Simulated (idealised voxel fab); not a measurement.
process module | voxel capacitor over wiring
cross-section cut | 240 nm wide | cells 5 nm
A cross-section is a grid of square cells, given in bands from the top down. A band is one or more rows of cells.
Each band's line starts with the height of the band's top and of its bottom, in nm. Then come its materials from left to right, each with its width in nm. One material with "throughout" fills the band from edge to edge. "air" is empty space.
Height 0 is the level under which the wafer as received is all one material. The lowest band goes on downwards, as in "0 down".
A width such as "30 to 40" changes by the same amount from each row of cells to the next, from the band's top row to its bottom row.
"no change" after a step means that no cell of the cross-section changed.
closed voids: empty space of 8 cells or more with no open way to the top, each as width x height at its distance from the left edge, in nm
after a step's settings: what the simulator itself notes on the step
overlay nm, on a step with a mask: how far to the right of its planned place the mask lay; to the left if negative
plan
1 op RECEIVE | material Si
2 op CONFORMAL_DEP | material SiO2 | thk nm 10
3 op DIRECTIONAL_DEP | material TiN | thk nm 5
4 op DIRECTIONAL_DEP | material W | thk nm 15
5 op DIRECTIONAL_DEP | material aC | thk nm 15
6 op PATTERN | tone cover | mask id METAL_1 | material resist | width nm 20 | pitch nm 70 | thk nm 35 | overlay nm 0
7 op DIRECTIONAL_ETCH | etch materials aC | depth nm 15
8 op STRIP | etch materials resist
9 op DIRECTIONAL_ETCH | etch materials W | depth nm 15
10 op DIRECTIONAL_ETCH | etch materials TiN | depth nm 5
11 op STRIP | etch materials aC
12 op FILL_DEP | material lowk | thk nm 5
13 op CMP | height nm 30
14 op CONFORMAL_DEP | material SiCN | thk nm 5
15 op DIRECTIONAL_DEP | material lowk | thk nm 10
16 op DIRECTIONAL_DEP | material aC | thk nm 10
17 op PATTERN | tone open | mask id PLUG_1 | material resist | width nm 15 | thk nm 30 | overlay nm 0
18 op DIRECTIONAL_ETCH | etch materials aC | depth nm 10
19 op STRIP | etch materials resist
20 op DIRECTIONAL_ETCH | etch materials lowk | depth nm 10
21 op DIRECTIONAL_ETCH | etch materials SiCN | depth nm 5
22 op STRIP | etch materials aC
23 op CONFORMAL_DEP | material TiN | thk nm 5
24 op FILL_DEP | material W | thk nm 10
25 op CMP | height nm 45
26 op DIRECTIONAL_DEP | material TiN | thk nm 5
27 op DIRECTIONAL_DEP | material SiN | thk nm 5
28 op DIRECTIONAL_DEP | material TiN | thk nm 10
29 op DIRECTIONAL_DEP | material aC | thk nm 15
30 op PATTERN | tone cover | mask id UPPER_PLATE | material resist | width nm 55 | thk nm 35 | overlay nm 0
31 op DIRECTIONAL_ETCH | etch materials aC | depth nm 15
32 op STRIP | etch materials resist
33 op DIRECTIONAL_ETCH | etch materials TiN | depth nm 10
34 op DIRECTIONAL_ETCH | etch materials SiN | depth nm 5
35 op STRIP | etch materials aC
36 op PATTERN | tone cover | mask id LOWER_PLATE | material resist | width nm 65 | thk nm 15 | overlay nm 0
37 op DIRECTIONAL_ETCH | etch materials TiN | depth nm 5
38 op STRIP | etch materials resist
39 op FILL_DEP | material SiO2 | thk nm 15
40 op CMP | height nm 75
41 op PATTERN | tone open | mask id PLUG_2 | material resist | width nm 15 | thk nm 20 | overlay nm 0
42 op DIRECTIONAL_ETCH | etch materials SiO2 | depth nm 10
43 op STRIP | etch materials resist
44 op CONFORMAL_DEP | material TiN | thk nm 5
45 op FILL_DEP | material Ru | thk nm 5
46 op CMP | height nm 75
47 op CONFORMAL_DEP | material SiCN | thk nm 5
first wafer, as planned
as received, after step 1
  0 down: Si throughout
  closed voids: none
after step 2
  10 to 0: SiO2 throughout
  below 0: unchanged
after step 3
  15 to 10: TiN throughout
  below 10: unchanged
after step 4
  30 to 15: W throughout
  below 15: unchanged
after step 5
  45 to 30: aC throughout
  below 30: unchanged
after step 6
  80 to 45: air 75 | resist 20 | air 50 | resist 20 | air 75
  below 45: unchanged
after step 7
  65 to 45: air 75 | resist 20 | air 50 | resist 20 | air 75
  45 to 30: air 75 | aC 20 | air 50 | aC 20 | air 75
  below 30: unchanged
after step 8
  45 to 30: air 75 | aC 20 | air 50 | aC 20 | air 75
  below 30: unchanged
after step 9
  45 to 30: air 75 | aC 20 | air 50 | aC 20 | air 75
  30 to 15: air 75 | W 20 | air 50 | W 20 | air 75
  below 15: unchanged
after step 10
  45 to 30: air 75 | aC 20 | air 50 | aC 20 | air 75
  30 to 15: air 75 | W 20 | air 50 | W 20 | air 75
  15 to 10: air 75 | TiN 20 | air 50 | TiN 20 | air 75
  below 10: unchanged
after step 11
  30 to 15: air 75 | W 20 | air 50 | W 20 | air 75
  below 15: unchanged
after step 12
  35 to 30: lowk throughout
  30 to 15: lowk 75 | W 20 | lowk 50 | W 20 | lowk 75
  15 to 10: lowk 75 | TiN 20 | lowk 50 | TiN 20 | lowk 75
  below 10: unchanged
after step 13
  30 to 15: lowk 75 | W 20 | lowk 50 | W 20 | lowk 75
  below 15: unchanged
after step 14
  35 to 30: SiCN throughout
  below 30: unchanged
after step 15
  45 to 35: lowk throughout
  below 35: unchanged
after step 16
  55 to 45: aC throughout
  below 45: unchanged
after step 17
  85 to 55: resist 80 | air 15 | resist 145
  below 55: unchanged
after step 18
  75 to 55: resist 80 | air 15 | resist 145
  55 to 45: aC 80 | air 15 | aC 145
  below 45: unchanged
after step 19
  55 to 45: aC 80 | air 15 | aC 145
  below 45: unchanged
after step 20
  55 to 45: aC 80 | air 15 | aC 145
  45 to 35: lowk 80 | air 15 | lowk 145
  below 35: unchanged
after step 21
  55 to 45: aC 80 | air 15 | aC 145
  45 to 35: lowk 80 | air 15 | lowk 145
  35 to 30: SiCN 80 | air 15 | SiCN 145
  below 30: unchanged
after step 22
  45 to 35: lowk 80 | air 15 | lowk 145
  below 35: unchanged
after step 23
  50 to 45: TiN 85 | air 5 | TiN 150
  45 to 35: lowk 80 | TiN 5 | air 5 | TiN 5 | lowk 145
  35 to 30: SiCN 80 | TiN 15 | SiCN 145
  below 30: unchanged
after step 24
  60 to 50: W throughout
  50 to 45: TiN 85 | W 5 | TiN 150
  45 to 35: lowk 80 | TiN 5 | W 5 | TiN 5 | lowk 145
  below 35: unchanged
after step 25
  45 to 35: lowk 80 | TiN 5 | W 5 | TiN 5 | lowk 145
  below 35: unchanged
after step 26
  50 to 45: TiN throughout
  below 45: unchanged
after step 27
  55 to 50: SiN throughout
  below 50: unchanged
after step 28
  65 to 55: TiN throughout
  below 55: unchanged
after step 29
  80 to 65: aC throughout
  below 65: unchanged
after step 30
  115 to 80: air 80 | resist 55 | air 105
  below 80: unchanged
after step 31
  100 to 80: air 80 | resist 55 | air 105
  80 to 65: air 80 | aC 55 | air 105
  below 65: unchanged
after step 32
  80 to 65: air 80 | aC 55 | air 105
  below 65: unchanged
after step 33
  80 to 65: air 80 | aC 55 | air 105
  65 to 55: air 80 | TiN 55 | air 105
  below 55: unchanged
after step 34
  80 to 65: air 80 | aC 55 | air 105
  65 to 55: air 80 | TiN 55 | air 105
  55 to 50: air 80 | SiN 55 | air 105
  below 50: unchanged
after step 35
  65 to 55: air 80 | TiN 55 | air 105
  below 55: unchanged
after step 36
  80 to 65: air 75 | resist 65 | air 100
  65 to 55: air 75 | resist 5 | TiN 55 | resist 5 | air 100
  55 to 50: air 75 | resist 5 | SiN 55 | resist 5 | air 100
  below 50: unchanged
after step 37
  80 to 65: air 75 | resist 65 | air 100
  65 to 55: air 75 | resist 5 | TiN 55 | resist 5 | air 100
  55 to 50: air 75 | resist 5 | SiN 55 | resist 5 | air 100
  50 to 45: air 75 | TiN 65 | air 100
  below 45: unchanged
after step 38
  65 to 55: air 80 | TiN 55 | air 105
  55 to 50: air 80 | SiN 55 | air 105
  below 50: unchanged
after step 39
  80 to 65: SiO2 throughout
  65 to 55: SiO2 80 | TiN 55 | SiO2 105
  55 to 50: SiO2 80 | SiN 55 | SiO2 105
  50 to 45: SiO2 75 | TiN 65 | SiO2 100
  below 45: unchanged
after step 40
  75 to 65: SiO2 throughout
  below 65: unchanged
after step 41
  95 to 75: resist 90 | air 15 | resist 135
  below 75: unchanged
after step 42
  95 to 75: resist 90 | air 15 | resist 135
  75 to 65: SiO2 90 | air 15 | SiO2 135
  below 65: unchanged
after step 43
  75 to 65: SiO2 90 | air 15 | SiO2 135
  below 65: unchanged
after step 44
  80 to 75: TiN 95 | air 5 | TiN 140
  75 to 70: SiO2 90 | TiN 5 | air 5 | TiN 5 | SiO2 135
  70 to 65: SiO2 90 | TiN 15 | SiO2 135
  below 65: unchanged
after step 45
  85 to 80: Ru throughout
  80 to 75: TiN 95 | Ru 5 | TiN 140
  75 to 70: SiO2 90 | TiN 5 | Ru 5 | TiN 5 | SiO2 135
  below 70: unchanged
after step 46
  75 to 70: SiO2 90 | TiN 5 | Ru 5 | TiN 5 | SiO2 135
  below 70: unchanged
after step 47
  80 to 75: SiCN throughout
  below 75: unchanged
second wafer: like start, like plan, one mistake. Through step 29 it matches the first wafer
when step 30 should have ended
  115 to 80: air 80 | resist 60 | air 100
  below 80: unchanged
when step 31 should have ended
  100 to 80: air 80 | resist 60 | air 100
  80 to 65: air 80 | aC 60 | air 100
  below 65: unchanged
when step 32 should have ended
  80 to 65: air 80 | aC 60 | air 100
  below 65: unchanged
when step 33 should have ended
  80 to 65: air 80 | aC 60 | air 100
  65 to 55: air 80 | TiN 60 | air 100
  below 55: unchanged
when step 34 should have ended
  80 to 65: air 80 | aC 60 | air 100
  65 to 55: air 80 | TiN 60 | air 100
  55 to 50: air 80 | SiN 60 | air 100
  below 50: unchanged
when step 35 should have ended
  65 to 55: air 80 | TiN 60 | air 100
  below 55: unchanged
when step 36 should have ended
  80 to 65: air 75 | resist 65 | air 100
  65 to 55: air 75 | resist 5 | TiN 60 | air 100
  55 to 50: air 75 | resist 5 | SiN 60 | air 100
  below 50: unchanged
when step 37 should have ended
  80 to 65: air 75 | resist 65 | air 100
  65 to 55: air 75 | resist 5 | TiN 60 | air 100
  55 to 50: air 75 | resist 5 | SiN 60 | air 100
  50 to 45: air 75 | TiN 65 | air 100
  below 45: unchanged
when step 38 should have ended
  65 to 55: air 80 | TiN 60 | air 100
  55 to 50: air 80 | SiN 60 | air 100
  below 50: unchanged
when step 39 should have ended
  80 to 65: SiO2 throughout
  65 to 55: SiO2 80 | TiN 60 | SiO2 100
  55 to 50: SiO2 80 | SiN 60 | SiO2 100
  50 to 45: SiO2 75 | TiN 65 | SiO2 100
  below 45: unchanged
when step 40 should have ended
  75 to 65: SiO2 throughout
  below 65: unchanged
when step 41 should have ended
  95 to 75: resist 90 | air 15 | resist 135
  below 75: unchanged
when step 42 should have ended
  95 to 75: resist 90 | air 15 | resist 135
  75 to 65: SiO2 90 | air 15 | SiO2 135
  below 65: unchanged
when step 43 should have ended
  75 to 65: SiO2 90 | air 15 | SiO2 135
  below 65: unchanged
when step 44 should have ended
  80 to 75: TiN 95 | air 5 | TiN 140
  75 to 70: SiO2 90 | TiN 5 | air 5 | TiN 5 | SiO2 135
  70 to 65: SiO2 90 | TiN 15 | SiO2 135
  below 65: unchanged
when step 45 should have ended
  85 to 80: Ru throughout
  80 to 75: TiN 95 | Ru 5 | TiN 140
  75 to 70: SiO2 90 | TiN 5 | Ru 5 | TiN 5 | SiO2 135
  below 70: unchanged
when step 46 should have ended
  75 to 70: SiO2 90 | TiN 5 | Ru 5 | TiN 5 | SiO2 135
  below 70: unchanged
when step 47 should have ended
  80 to 75: SiCN throughout
  below 75: unchanged
what went wrong: step 30 ran as: op PATTERN | tone cover | mask id UPPER_PLATE | material resist | width nm 60 | thk nm 35 | overlay nm 0
at the end the second wafer has, in cells: 1 more of SiN | 3 fewer of SiO2 | 2 more of TiN
